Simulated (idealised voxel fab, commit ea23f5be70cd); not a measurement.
Proc. module: voxel gate over fins
Cross-section cut: width 210 nm, square cells of 5 nm.
When this document writes out a cross-section, it uses a grid of square cells and lists it as bands, beginning at the top and moving down, with a band standing for one or more rows of cells. Band: top height; bottom height; in nm. Then, left to right: material with width in nm, for each material. "throughout": a single material spanning edge to edge. "air": empty space. All heights in this document are referenced to 0, defined as the level beneath which the wafer, as received, consists entirely of one material. The lowest band is not bounded below; it extends indefinitely downward and is written in the form "from 0 down". Top row gets the first number, bottom row gets the second, and each row in between changes by the same step: that is how a band width like "30->40" works. Where the words "identical to before" appear for a step, the cross-section shows no cell changed by that step; every cell remained as before. "Unvented cavities" means: voids of 8 cells or more that are shut off from the top with no open way through. Written width x height at distance, distance from the left edge, in nm. after a step's settings: what the simulator itself notes on the step. The line of a step may include "overlay nm". On a step with a mask, this value is how far to the right of its planned place the mask lay. A negative value means the mask lay to the left.
## The planned process steps are enumerated hereunder
| 1 | RECEIVE: material Si |
| 2 | CONFORMAL_DEP: material SiN, thk nm 10 |
| 3 | DIRECTIONAL_DEP: material aC, thk nm 10 |
| 4 | PATTERN: tone cover, mask id FINS, material resist, width nm 15, pitch nm 55, thk nm 30, overlay nm 0 |
| 5 | DIRECTIONAL_ETCH: etch materials aC, depth nm 10 |
| 6 | STRIP: etch materials resist |
| 7 | DIRECTIONAL_ETCH: etch materials SiN, depth nm 10 |
| 8 | DIRECTIONAL_ETCH: etch materials Si, depth nm 35 |
| 9 | STRIP: etch materials aC |
| 10 | FILL_DEP: material SiO2, thk nm 15 |
| 11 | CMP: height nm 10 |
| 12 | DIRECTIONAL_DEP: material aC, thk nm 10 |
| 13 | PATTERN: tone open, mask id RAIL, material resist, width nm 15, thk nm 25, overlay nm 0 |
| 14 | DIRECTIONAL_ETCH: etch materials aC, depth nm 10 |
| 15 | STRIP: etch materials resist |
| 16 | DIRECTIONAL_ETCH: etch materials SiO2, depth nm 40 |
| 17 | STRIP: etch materials aC |
| 18 | CONFORMAL_DEP: material TiN, thk nm 5 |
| 19 | FILL_DEP: material W, thk nm 10 |
| 20 | CMP: height nm 10 |
| 21 | SELECTIVE_ETCH: etch materials W Ru TiN, depth nm 30 |
| 22 | FILL_DEP: material SiO2, thk nm 5 |
| 23 | CMP: height nm 10 |
| 24 | SELECTIVE_ETCH: etch materials SiO2, depth nm 20 |
| 25 | STRIP: etch materials SiN |
| 26 | CONFORMAL_DEP: material HfO2, thk nm 5 |
| 27 | CONFORMAL_DEP: material TiN, thk nm 5 |
| 28 | CONFORMAL_DEP: material TiAl, thk nm 5 |
| 29 | CONFORMAL_DEP: material TiN, thk nm 5 |
| 30 | FILL_DEP: material W, thk nm 15 |
| 31 | CMP: height nm 30 |
| 32 | CONFORMAL_DEP: material SiCN, thk nm 10 |
## Cross-section of the wafer as it came to us, i.e., already through step 1
> from 0 down | Si throughout
> Unvented cavities: none
## Cross-sectional view of the first of the two wafers upon completion of the module, processed in accordance with the plan
> from 40 to 30 | SiCN throughout
> from 30 to 20 | W throughout
> from 20 to 15 | W (20), TiN (165), W (25)
> from 15 to 10 | W (20), TiN (5), TiAl (45), TiN (10), TiAl (45), TiN (10), TiAl (45), TiN (5), W (25)
> from 10 to 5 | TiN (25), TiAl (5), TiN (35), TiAl (5), TiN (10), TiAl (5), TiN (35), TiAl (5), TiN (10), TiAl (5), TiN (35), TiAl (5), TiN (30)
> from 5 to 0 | TiAl (30), TiN (5), HfO2 (25), TiN (5), TiAl (20), TiN (5), HfO2 (25), TiN (5), TiAl (20), TiN (5), HfO2 (25), TiN (5), TiAl (35)
> from 0 to -5 | TiN (35), HfO2 (5), Si (15), HfO2 (5), TiN (30), HfO2 (5), Si (15), HfO2 (5), TiN (30), HfO2 (5), Si (15), HfO2 (5), TiN (40)
> from -5 to -10 | HfO2 (40), Si (15), HfO2 (40), Si (15), HfO2 (40), Si (15), HfO2 (45)
> from -10 to -20 | SiO2 (40), Si (15), SiO2 (40), Si (15), SiO2 (40), Si (15), SiO2 (45)
> from -20 to -25 | SiO2 (40), Si (15), SiO2 (10), TiN (5), W (5), TiN (5), SiO2 (15), Si (15), SiO2 (40), Si (15), SiO2 (45)
> from -25 to -30 | SiO2 (40), Si (15), SiO2 (10), TiN (15), SiO2 (15), Si (15), SiO2 (40), Si (15), SiO2 (45)
> from -30 to -35 | SiO2 (40), Si (15), SiO2 (40), Si (15), SiO2 (40), Si (15), SiO2 (45)
> from -35 down | Si throughout
> Unvented cavities: none
## Presented here is a cross-section of the second of the two wafers as it stood at the end of the module. It was started in the same manner and assigned the same plan as the first wafer; however, one mistake was made in its execution
> from 40 to 30 | SiCN throughout
> from 30 to 20 | W throughout
> from 20 to 15 | W (20), TiN (165), W (25)
> from 15 to 10 | W (20), TiN (5), TiAl (45), TiN (10), TiAl (45), TiN (10), TiAl (45), TiN (5), W (25)
> from 10 to 5 | TiN (25), TiAl (5), TiN (35), TiAl (5), TiN (10), TiAl (5), TiN (35), TiAl (5), TiN (10), TiAl (5), TiN (35), TiAl (5), TiN (30)
> from 5 to 0 | TiAl (30), TiN (5), HfO2 (25), TiN (5), TiAl (20), TiN (5), HfO2 (25), TiN (5), TiAl (20), TiN (5), HfO2 (25), TiN (5), TiAl (35)
> from 0 to -5 | TiN (35), HfO2 (5), Si (15), HfO2 (5), TiN (30), HfO2 (5), Si (15), HfO2 (5), TiN (30), HfO2 (5), Si (15), HfO2 (5), TiN (40)
> from -5 to -10 | HfO2 (40), Si (15), HfO2 (40), Si (15), HfO2 (40), Si (15), HfO2 (45)
> from -10 to -20 | SiO2 (40), Si (15), SiO2 (40), Si (15), SiO2 (40), Si (15), SiO2 (45)
> from -20 to -25 | SiO2 (40), Si (15), SiO2 (10), TiN (5), W (5), TiN (5), SiO2 (15), Si (15), SiO2 (40), Si (15), SiO2 (45)
> from -25 to -30 | SiO2 (40), Si (15), SiO2 (10), TiN (15), SiO2 (15), Si (15), SiO2 (40), Si (15), SiO2 (45)
> from -30 to -40 | SiO2 (40), Si (15), SiO2 (40), Si (15), SiO2 (40), Si (15), SiO2 (45)
> from -40 down | Si throughout
> Unvented cavities: none
Heads up, the wafer didn't run the way we planned it: step 8: run off-plan, actual operation and settings DIRECTIONAL_ETCH: etch materials Si, depth nm 40
Materials where the second wafer ends with more or fewer cells than the first: -33 Si; +33 SiO2
